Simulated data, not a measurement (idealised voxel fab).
process module | voxel transistor to metal
cross-section cut | 195 nm wide | cells 5 nm
A cross-section is a grid of square cells, given in bands from the top down. A band is one or more rows of cells.
Each band's line starts with the height of the band's top and of its bottom, in nm. Then come its materials from left to right, each with its width in nm. One material with "throughout" fills the band from edge to edge. "air" is empty space.
Height 0 is the level under which the wafer as received is all one material. The lowest band goes on downwards, as in "0 down".
A width such as "30 to 40" changes by the same amount from each row of cells to the next, from the band's top row to its bottom row.
"no change" after a step means that no cell of the cross-section changed.
closed voids: empty space of 8 cells or more with no open way to the top, each as width x height at its distance from the left edge, in nm
after a step's settings: what the simulator itself notes on the step
overlay nm, on a step with a mask: how far to the right of its planned place the mask lay; to the left if negative
plan
1 op RECEIVE | material Si
2 op OXIDIZE | depth nm 5
3 op CONFORMAL_DEP | material SiN | thk nm 10
4 op MASKED_ETCH | tone cover | mask id ACTIVE | width nm 115 | etch materials SiN | depth nm 10 | overlay nm 0
5 op MASKED_ETCH | tone cover | mask id ACTIVE | width nm 115 | etch materials SiO2 | depth nm 5 | overlay nm 0
6 op MASKED_ETCH | tone cover | mask id ACTIVE | width nm 115 | etch materials Si | depth nm 30 | overlay nm 0
7 op FILL_DEP | material SiO2 | thk nm 15
8 op CMP | height nm 10
9 op SELECTIVE_ETCH | etch materials SiO2 | depth nm 10
10 op STRIP | etch materials SiN
11 op SELECTIVE_ETCH | etch materials SiO2 | depth nm 5
12 op OXIDIZE | depth nm 5
13 op DIRECTIONAL_DEP | material polySi | thk nm 25
14 op DIRECTIONAL_DEP | material SiCN | thk nm 15
15 op PATTERN | tone cover | mask id GATE | material resist | width nm 35 | thk nm 15 | overlay nm 0
16 op DIRECTIONAL_ETCH | etch materials SiCN | depth nm 25
17 op DIRECTIONAL_ETCH | etch materials polySi | depth nm 35
18 op STRIP | etch materials resist
19 op CONFORMAL_DEP | material SiN | thk nm 10
20 op DIRECTIONAL_ETCH | etch materials SiN | depth nm 10
21 op DIRECTIONAL_ETCH | etch materials SiO2 | depth nm 5
22 op EPI | material SiGe | thk nm 5
23 op FILL_DEP | material SiO2 | thk nm 5
24 op CMP | height nm 20
25 op STRIP | etch materials polySi
26 op SELECTIVE_ETCH | etch materials SiO2 | depth nm 5
27 op CONFORMAL_DEP | material HfO2 | thk nm 5
28 op CONFORMAL_DEP | material TiN | thk nm 5
29 op FILL_DEP | material W | thk nm 10
30 op CMP | height nm 15
31 op DIRECTIONAL_DEP | material SiO2 | thk nm 10
32 op MASKED_ETCH | tone open | mask id CONTACT | width nm 15 | pitch nm 80 | etch materials SiO2 | depth nm 30 | overlay nm 0
33 op CONFORMAL_DEP | material TiN | thk nm 5
34 op FILL_DEP | material W | thk nm 10
35 op CMP | height nm 25
36 op CONFORMAL_DEP | material SiCN | thk nm 5
37 op DIRECTIONAL_DEP | material SiO2 | thk nm 15
38 op MASKED_ETCH | tone open | mask id METAL_1 | width nm 15 | pitch nm 80 | etch materials SiO2 | depth nm 15 | overlay nm 0
39 op MASKED_ETCH | tone open | mask id METAL_1 | width nm 15 | pitch nm 80 | etch materials SiCN | depth nm 5 | overlay nm 0
40 op CONFORMAL_DEP | material TiN | thk nm 5
41 op FILL_DEP | material W | thk nm 10
42 op CMP | height nm 45
43 op CONFORMAL_DEP | material SiCN | thk nm 5
44 op DIRECTIONAL_DEP | material SiO2 | thk nm 35
45 op MASKED_ETCH | tone open | mask id METAL_2 | width nm 15 | pitch nm 80 | etch materials SiO2 | depth nm 20 | overlay nm 0
46 op DIRECTIONAL_DEP | material aC | thk nm 15
47 op PATTERN | tone open | mask id METAL_2_HOLES | material resist | width nm 15 | pitch nm 80 | thk nm 30 | overlay nm 0
48 op DIRECTIONAL_ETCH | etch materials aC | depth nm 15
49 op STRIP | etch materials resist
50 op DIRECTIONAL_ETCH | etch materials SiO2 | depth nm 15
51 op DIRECTIONAL_ETCH | etch materials SiCN | depth nm 5
52 op STRIP | etch materials aC
53 op CONFORMAL_DEP | material TiN | thk nm 5
54 op FILL_DEP | material Ru | thk nm 10
55 op CMP | height nm 85
56 op CONFORMAL_DEP | material SiN | thk nm 5
first wafer, as planned
as received, after step 1
  0 down: Si throughout
  closed voids: none
after step 2
  0 to -5: SiO2 throughout
  below -5: unchanged
after step 3
  10 to 0: SiN throughout
  below 0: unchanged
after step 4
  10 to 0: air 40 | SiN 115 | air 40
  below 0: unchanged
after step 5
  10 to 0: air 40 | SiN 115 | air 40
  0 to -5: air 40 | SiO2 115 | air 40
  below -5: unchanged
after step 6
  10 to 0: air 40 | SiN 115 | air 40
  0 to -5: air 40 | SiO2 115 | air 40
  -5 to -35: air 40 | Si 115 | air 40
  below -35: unchanged
after step 7
  25 to 10: SiO2 throughout
  10 to 0: SiO2 40 | SiN 115 | SiO2 40
  0 to -5: SiO2 throughout
  -5 to -35: SiO2 40 | Si 115 | SiO2 40
  below -35: unchanged
after step 8
  10 to 0: SiO2 40 | SiN 115 | SiO2 40
  below 0: unchanged
after step 9
  10 to 0: air 40 | SiN 115 | air 40
  below 0: unchanged
after step 10
  0 to -5: SiO2 throughout
  below -5: unchanged
after step 11
  -5 to -35: SiO2 40 | Si 115 | SiO2 40
  below -35: unchanged
after step 12
  -5 to -10: SiO2 throughout
  below -10: unchanged
after step 13
  20 to -5: polySi throughout
  below -5: unchanged
after step 14
  35 to 20: SiCN throughout
  below 20: unchanged
after step 15
  50 to 35: air 80 | resist 35 | air 80
  below 35: unchanged
after step 16
  50 to 35: air 80 | resist 35 | air 80
  35 to 20: air 80 | SiCN 35 | air 80
  below 20: unchanged
after step 17
  50 to 35: air 80 | resist 35 | air 80
  35 to 20: air 80 | SiCN 35 | air 80
  20 to -5: air 80 | polySi 35 | air 80
  below -5: unchanged
after step 18
  35 to 20: air 80 | SiCN 35 | air 80
  below 20: unchanged
after step 19
  45 to 35: air 70 | SiN 55 | air 70
  35 to 20: air 70 | SiN 10 | SiCN 35 | SiN 10 | air 70
  20 to 5: air 70 | SiN 10 | polySi 35 | SiN 10 | air 70
  5 to -5: SiN 80 | polySi 35 | SiN 80
  below -5: unchanged
after step 20
  35 to 20: air 70 | SiN 10 | SiCN 35 | SiN 10 | air 70
  20 to -5: air 70 | SiN 10 | polySi 35 | SiN 10 | air 70
  below -5: unchanged
after step 21
  35 to 20: air 70 | SiN 10 | SiCN 35 | SiN 10 | air 70
  20 to -5: air 70 | SiN 10 | polySi 35 | SiN 10 | air 70
  -5 to -10: air 70 | SiO2 55 | air 70
  below -10: unchanged
after step 22
  35 to 20: air 70 | SiN 10 | SiCN 35 | SiN 10 | air 70
  20 to -5: air 70 | SiN 10 | polySi 35 | SiN 10 | air 70
  -5 to -10: air 35 | SiGe 35 | SiO2 55 | SiGe 35 | air 35
  below -10: unchanged
after step 23
  40 to 35: SiO2 throughout
  35 to 20: SiO2 70 | SiN 10 | SiCN 35 | SiN 10 | SiO2 70
  20 to -5: SiO2 70 | SiN 10 | polySi 35 | SiN 10 | SiO2 70
  -5 to -10: SiO2 35 | SiGe 35 | SiO2 55 | SiGe 35 | SiO2 35
  below -10: unchanged
after step 24
  20 to -5: SiO2 70 | SiN 10 | polySi 35 | SiN 10 | SiO2 70
  below -5: unchanged
after step 25
  20 to -5: SiO2 70 | SiN 10 | air 35 | SiN 10 | SiO2 70
  below -5: unchanged
after step 26
  20 to 15: air 70 | SiN 10 | air 35 | SiN 10 | air 70
  15 to -5: SiO2 70 | SiN 10 | air 35 | SiN 10 | SiO2 70
  -5 to -10: SiO2 35 | SiGe 35 | SiO2 5 | air 45 | SiO2 5 | SiGe 35 | SiO2 35
  below -10: unchanged
after step 27
  25 to 20: air 65 | HfO2 20 | air 25 | HfO2 20 | air 65
  20 to 15: HfO2 70 | SiN 10 | HfO2 5 | air 25 | HfO2 5 | SiN 10 | HfO2 70
  15 to -5: SiO2 70 | SiN 10 | HfO2 5 | air 25 | HfO2 5 | SiN 10 | SiO2 70
  -5 to -10: SiO2 35 | SiGe 35 | SiO2 5 | HfO2 45 | SiO2 5 | SiGe 35 | SiO2 35
  below -10: unchanged
after step 28
  30 to 25: air 60 | TiN 30 | air 15 | TiN 30 | air 60
  25 to 20: TiN 65 | HfO2 20 | TiN 5 | air 15 | TiN 5 | HfO2 20 | TiN 65
  20 to 15: HfO2 70 | SiN 10 | HfO2 5 | TiN 5 | air 15 | TiN 5 | HfO2 5 | SiN 10 | HfO2 70
  15 to 0: SiO2 70 | SiN 10 | HfO2 5 | TiN 5 | air 15 | TiN 5 | HfO2 5 | SiN 10 | SiO2 70
  0 to -5: SiO2 70 | SiN 10 | HfO2 5 | TiN 25 | HfO2 5 | SiN 10 | SiO2 70
  below -5: unchanged
after step 29
  40 to 30: W throughout
  30 to 25: W 60 | TiN 30 | W 15 | TiN 30 | W 60
  25 to 20: TiN 65 | HfO2 20 | TiN 5 | W 15 | TiN 5 | HfO2 20 | TiN 65
  20 to 15: HfO2 70 | SiN 10 | HfO2 5 | TiN 5 | W 15 | TiN 5 | HfO2 5 | SiN 10 | HfO2 70
  15 to 0: SiO2 70 | SiN 10 | HfO2 5 | TiN 5 | W 15 | TiN 5 | HfO2 5 | SiN 10 | SiO2 70
  below 0: unchanged
after step 30
  15 to 0: SiO2 70 | SiN 10 | HfO2 5 | TiN 5 | W 15 | TiN 5 | HfO2 5 | SiN 10 | SiO2 70
  below 0: unchanged
after step 31
  25 to 15: SiO2 throughout
  below 15: unchanged
after step 32
  25 to 15: SiO2 50 | air 15 | SiO2 65 | air 15 | SiO2 50
  15 to 0: SiO2 50 | air 15 | SiO2 5 | SiN 10 | HfO2 5 | TiN 5 | W 15 | TiN 5 | HfO2 5 | SiN 10 | SiO2 5 | air 15 | SiO2 50
  0 to -5: SiO2 50 | air 15 | SiO2 5 | SiN 10 | HfO2 5 | TiN 25 | HfO2 5 | SiN 10 | SiO2 5 | air 15 | SiO2 50
  below -5: unchanged
after step 33
  30 to 25: TiN 55 | air 5 | TiN 75 | air 5 | TiN 55
  25 to 15: SiO2 50 | TiN 5 | air 5 | TiN 5 | SiO2 65 | TiN 5 | air 5 | TiN 5 | SiO2 50
  15 to 0: SiO2 50 | TiN 5 | air 5 | TiN 5 | SiO2 5 | SiN 10 | HfO2 5 | TiN 5 | W 15 | TiN 5 | HfO2 5 | SiN 10 | SiO2 5 | TiN 5 | air 5 | TiN 5 | SiO2 50
  0 to -5: SiO2 50 | TiN 15 | SiO2 5 | SiN 10 | HfO2 5 | TiN 25 | HfO2 5 | SiN 10 | SiO2 5 | TiN 15 | SiO2 50
  below -5: unchanged
after step 34
  40 to 30: W throughout
  30 to 25: TiN 55 | W 5 | TiN 75 | W 5 | TiN 55
  25 to 15: SiO2 50 | TiN 5 | W 5 | TiN 5 | SiO2 65 | TiN 5 | W 5 | TiN 5 | SiO2 50
  15 to 0: SiO2 50 | TiN 5 | W 5 | TiN 5 | SiO2 5 | SiN 10 | HfO2 5 | TiN 5 | W 15 | TiN 5 | HfO2 5 | SiN 10 | SiO2 5 | TiN 5 | W 5 | TiN 5 | SiO2 50
  below 0: unchanged
after step 35
  25 to 15: SiO2 50 | TiN 5 | W 5 | TiN 5 | SiO2 65 | TiN 5 | W 5 | TiN 5 | SiO2 50
  below 15: unchanged
after step 36
  30 to 25: SiCN throughout
  below 25: unchanged
after step 37
  45 to 30: SiO2 throughout
  below 30: unchanged
after step 38
  45 to 30: SiO2 50 | air 15 | SiO2 65 | air 15 | SiO2 50
  below 30: unchanged
after step 39
  45 to 30: SiO2 50 | air 15 | SiO2 65 | air 15 | SiO2 50
  30 to 25: SiCN 50 | air 15 | SiCN 65 | air 15 | SiCN 50
  below 25: unchanged
after step 40
  50 to 45: TiN 55 | air 5 | TiN 75 | air 5 | TiN 55
  45 to 30: SiO2 50 | TiN 5 | air 5 | TiN 5 | SiO2 65 | TiN 5 | air 5 | TiN 5 | SiO2 50
  30 to 25: SiCN 50 | TiN 15 | SiCN 65 | TiN 15 | SiCN 50
  below 25: unchanged
after step 41
  60 to 50: W throughout
  50 to 45: TiN 55 | W 5 | TiN 75 | W 5 | TiN 55
  45 to 30: SiO2 50 | TiN 5 | W 5 | TiN 5 | SiO2 65 | TiN 5 | W 5 | TiN 5 | SiO2 50
  below 30: unchanged
after step 42
  45 to 30: SiO2 50 | TiN 5 | W 5 | TiN 5 | SiO2 65 | TiN 5 | W 5 | TiN 5 | SiO2 50
  below 30: unchanged
after step 43
  50 to 45: SiCN throughout
  below 45: unchanged
after step 44
  85 to 50: SiO2 throughout
  below 50: unchanged
after step 45
  85 to 65: SiO2 50 | air 15 | SiO2 65 | air 15 | SiO2 50
  below 65: unchanged
after step 46
  100 to 85: aC 50 | air 15 | aC 65 | air 15 | aC 50
  85 to 80: SiO2 50 | air 15 | SiO2 65 | air 15 | SiO2 50
  80 to 65: SiO2 50 | aC 15 | SiO2 65 | aC 15 | SiO2 50
  below 65: unchanged
after step 47
  130 to 100: resist 50 | air 15 | resist 65 | air 15 | resist 50
  below 100: unchanged
after step 48
  115 to 100: resist 50 | air 15 | resist 65 | air 15 | resist 50
  100 to 85: aC 50 | air 15 | aC 65 | air 15 | aC 50
  85 to 65: SiO2 50 | air 15 | SiO2 65 | air 15 | SiO2 50
  below 65: unchanged
after step 49
  100 to 85: aC 50 | air 15 | aC 65 | air 15 | aC 50
  below 85: unchanged
after step 50
  100 to 85: aC 50 | air 15 | aC 65 | air 15 | aC 50
  85 to 50: SiO2 50 | air 15 | SiO2 65 | air 15 | SiO2 50
  below 50: unchanged
after step 51
  100 to 85: aC 50 | air 15 | aC 65 | air 15 | aC 50
  85 to 50: SiO2 50 | air 15 | SiO2 65 | air 15 | SiO2 50
  50 to 45: SiCN 50 | air 15 | SiCN 65 | air 15 | SiCN 50
  below 45: unchanged
after step 52
  85 to 50: SiO2 50 | air 15 | SiO2 65 | air 15 | SiO2 50
  below 50: unchanged
after step 53
  90 to 85: TiN 55 | air 5 | TiN 75 | air 5 | TiN 55
  85 to 50: SiO2 50 | TiN 5 | air 5 | TiN 5 | SiO2 65 | TiN 5 | air 5 | TiN 5 | SiO2 50
  50 to 45: SiCN 50 | TiN 15 | SiCN 65 | TiN 15 | SiCN 50
  below 45: unchanged
after step 54
  100 to 90: Ru throughout
  90 to 85: TiN 55 | Ru 5 | TiN 75 | Ru 5 | TiN 55
  85 to 50: SiO2 50 | TiN 5 | Ru 5 | TiN 5 | SiO2 65 | TiN 5 | Ru 5 | TiN 5 | SiO2 50
  below 50: unchanged
after step 55
  85 to 50: SiO2 50 | TiN 5 | Ru 5 | TiN 5 | SiO2 65 | TiN 5 | Ru 5 | TiN 5 | SiO2 50
  below 50: unchanged
after step 56
  90 to 85: SiN throughout
  below 85: unchanged
second wafer: like start, like plan, one mistake. Through step 35 it matches the first wafer
when step 36 should have ended
  30 to 25: polySi throughout
  below 25: unchanged
when step 37 should have ended
  45 to 30: SiO2 throughout
  below 30: unchanged
when step 38 should have ended
  45 to 30: SiO2 50 | air 15 | SiO2 65 | air 15 | SiO2 50
  below 30: unchanged
when step 39 should have ended: no change
when step 40 should have ended
  50 to 45: TiN 55 | air 5 | TiN 75 | air 5 | TiN 55
  45 to 35: SiO2 50 | TiN 5 | air 5 | TiN 5 | SiO2 65 | TiN 5 | air 5 | TiN 5 | SiO2 50
  35 to 30: SiO2 50 | TiN 15 | SiO2 65 | TiN 15 | SiO2 50
  below 30: unchanged
when step 41 should have ended
  60 to 50: W throughout
  50 to 45: TiN 55 | W 5 | TiN 75 | W 5 | TiN 55
  45 to 35: SiO2 50 | TiN 5 | W 5 | TiN 5 | SiO2 65 | TiN 5 | W 5 | TiN 5 | SiO2 50
  below 35: unchanged
when step 42 should have ended
  45 to 35: SiO2 50 | TiN 5 | W 5 | TiN 5 | SiO2 65 | TiN 5 | W 5 | TiN 5 | SiO2 50
  below 35: unchanged
when step 43 should have ended
  50 to 45: SiCN throughout
  below 45: unchanged
when step 44 should have ended
  85 to 50: SiO2 throughout
  below 50: unchanged
when step 45 should have ended
  85 to 65: SiO2 50 | air 15 | SiO2 65 | air 15 | SiO2 50
  below 65: unchanged
when step 46 should have ended
  100 to 85: aC 50 | air 15 | aC 65 | air 15 | aC 50
  85 to 80: SiO2 50 | air 15 | SiO2 65 | air 15 | SiO2 50
  80 to 65: SiO2 50 | aC 15 | SiO2 65 | aC 15 | SiO2 50
  below 65: unchanged
when step 47 should have ended
  130 to 100: resist 50 | air 15 | resist 65 | air 15 | resist 50
  below 100: unchanged
when step 48 should have ended
  115 to 100: resist 50 | air 15 | resist 65 | air 15 | resist 50
  100 to 85: aC 50 | air 15 | aC 65 | air 15 | aC 50
  85 to 65: SiO2 50 | air 15 | SiO2 65 | air 15 | SiO2 50
  below 65: unchanged
when step 49 should have ended
  100 to 85: aC 50 | air 15 | aC 65 | air 15 | aC 50
  below 85: unchanged
when step 50 should have ended
  100 to 85: aC 50 | air 15 | aC 65 | air 15 | aC 50
  85 to 50: SiO2 50 | air 15 | SiO2 65 | air 15 | SiO2 50
  below 50: unchanged
when step 51 should have ended
  100 to 85: aC 50 | air 15 | aC 65 | air 15 | aC 50
  85 to 50: SiO2 50 | air 15 | SiO2 65 | air 15 | SiO2 50
  50 to 45: SiCN 50 | air 15 | SiCN 65 | air 15 | SiCN 50
  below 45: unchanged
when step 52 should have ended
  85 to 50: SiO2 50 | air 15 | SiO2 65 | air 15 | SiO2 50
  below 50: unchanged
when step 53 should have ended
  90 to 85: TiN 55 | air 5 | TiN 75 | air 5 | TiN 55
  85 to 50: SiO2 50 | TiN 5 | air 5 | TiN 5 | SiO2 65 | TiN 5 | air 5 | TiN 5 | SiO2 50
  50 to 45: SiCN 50 | TiN 15 | SiCN 65 | TiN 15 | SiCN 50
  below 45: unchanged
when step 54 should have ended
  100 to 90: Ru throughout
  90 to 85: TiN 55 | Ru 5 | TiN 75 | Ru 5 | TiN 55
  85 to 50: SiO2 50 | TiN 5 | Ru 5 | TiN 5 | SiO2 65 | TiN 5 | Ru 5 | TiN 5 | SiO2 50
  below 50: unchanged
when step 55 should have ended
  85 to 50: SiO2 50 | TiN 5 | Ru 5 | TiN 5 | SiO2 65 | TiN 5 | Ru 5 | TiN 5 | SiO2 50
  below 50: unchanged
when step 56 should have ended
  90 to 85: SiN throughout
  below 85: unchanged
what went wrong: step 36 ran as: op CONFORMAL_DEP | material polySi | thk nm 5
at the end the second wafer has, in cells: 33 fewer of SiCN | 4 fewer of TiN | 2 fewer of W | 39 more of polySi
